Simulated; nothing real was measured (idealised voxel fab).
The following is a process module called voxel gate over fins.
For reference, the cross-section in this document is cut, with width 235 nm and square cells of 5 nm.
Cross-section spec: square-cell grid; bands listed top down; each band is one or more rows.
Top height, bottom height, nm. Materials left to right, width each, nm. Single material + "throughout" = fills band edge to edge. "blank" = empty.
Height 0 is the level under which the wafer as received is all one material. The lowest band goes on downwards, as in "0..down".
A width such as "30->40" changes by the same amount from each row of cells to the next, from the band's top row to its bottom row.
Given "nothing different" for a step, no cell of the cross-section differs between before and after that step.
For the entry "Internal closed voids", the listed items are empty spaces with no open way to the top whose size is 8 cells or more; each item follows the pattern width x height at distance, where distance is from the left edge and all three are in nm.
On a step's line, text after the settings is the simulator commenting on that step.
A step line may carry the setting "overlay nm", which, for steps involving a mask, states the distance by which the mask lay to the right of its intended position; negative values denote displacement to the left.

# Intended process steps
| 1 | RECEIVE: material Si |
| 2 | CONFORMAL_DEP: material SiN, thk nm 10 |
| 3 | PATTERN: tone cover, mask id FINS, material resist, width nm 15, pitch nm 55, thk nm 15, overlay nm 0 |
| 4 | DIRECTIONAL_ETCH: etch materials SiN, depth nm 10 |
| 5 | DIRECTIONAL_ETCH: etch materials Si, depth nm 40 |
| 6 | STRIP: etch materials resist |
| 7 | OXIDIZE: depth nm 5 |
| 8 | FILL_DEP: material SiO2, thk nm 5 |
| 9 | CMP: height nm 10 |
| 10 | DIRECTIONAL_DEP: material aC, thk nm 15 |
| 11 | PATTERN: tone open, mask id RAIL, material resist, width nm 15, thk nm 30, overlay nm 0 |
| 12 | DIRECTIONAL_ETCH: etch materials aC, depth nm 15 |
| 13 | STRIP: etch materials resist |
| 14 | DIRECTIONAL_ETCH: etch materials SiO2, depth nm 45 |
| 15 | STRIP: etch materials aC |
| 16 | CONFORMAL_DEP: material TiN, thk nm 5 |
| 17 | FILL_DEP: material Ru, thk nm 10 |
| 18 | CMP: height nm 10 |
| 19 | SELECTIVE_ETCH: etch materials W Ru TiN, depth nm 30 |
| 20 | FILL_DEP: material SiO2, thk nm 5 |
| 21 | CMP: height nm 10 |
| 22 | SELECTIVE_ETCH: etch materials SiO2, depth nm 25 |
| 23 | STRIP: etch materials SiN |
| 24 | CONFORMAL_DEP: material HfO2, thk nm 5 |
| 25 | CONFORMAL_DEP: material TiN, thk nm 5 |
| 26 | FILL_DEP: material W, thk nm 10 |
| 27 | CMP: height nm 15 |
| 28 | CONFORMAL_DEP: material SiN, thk nm 10 |

# Cross-section: wafer on arrival = after step 1
* 0..down  Si throughout
* Internal closed voids: none

# One mistake in running the module, otherwise start and plan as above: cross-section at the end
* 25..15  SiN throughout
* 15..10  W throughout
* 10..5  W (50)  TiN (25)  W (30)  TiN (25)  W (30)  TiN (25)  W (50)
* 5..0  W (50)  TiN (5)  HfO2 (15)  TiN (5)  W (30)  TiN (5)  HfO2 (15)  TiN (5)  W (30)  TiN (5)  HfO2 (15)  TiN (5)  W (50)
* 0..-5  W (50)  TiN (5)  HfO2 (5)  Si (5)  HfO2 (5)  TiN (5)  W (30)  TiN (5)  HfO2 (5)  Si (5)  HfO2 (5)  TiN (5)  W (30)  TiN (5)  HfO2 (5)  Si (5)  HfO2 (5)  TiN (5)  W (50)
* -5..-10  TiN (55)  HfO2 (5)  Si (5)  HfO2 (5)  TiN (40)  HfO2 (5)  Si (5)  HfO2 (5)  TiN (40)  HfO2 (5)  Si (5)  HfO2 (5)  TiN (55)
* -10..-15  HfO2 (60)  Si (5)  HfO2 (50)  Si (5)  HfO2 (50)  Si (5)  HfO2 (60)
* -15..-20  SiO2 (60)  Si (5)  SiO2 (50)  Si (5)  SiO2 (50)  Si (5)  SiO2 (60)
* -20..-30  SiO2 (60)  Si (5)  SiO2 (10)  TiN (5)  Ru (15)  TiN (5)  SiO2 (15)  Si (5)  SiO2 (50)  Si (5)  SiO2 (60)
* -30..-35  SiO2 (60)  Si (5)  SiO2 (10)  TiN (25)  SiO2 (15)  Si (5)  SiO2 (50)  Si (5)  SiO2 (60)
* -35..-45  SiO2 (60)  Si (5)  SiO2 (50)  Si (5)  SiO2 (50)  Si (5)  SiO2 (60)
* -45..down  Si throughout
* Internal closed voids: none
Nonconformance to the process plan: it should be noted that step 11 was executed with settings other than those planned, the operation and settings actually applied being PATTERN: tone open, mask id RAIL, material resist, width nm 25, thk nm 30, overlay nm 0
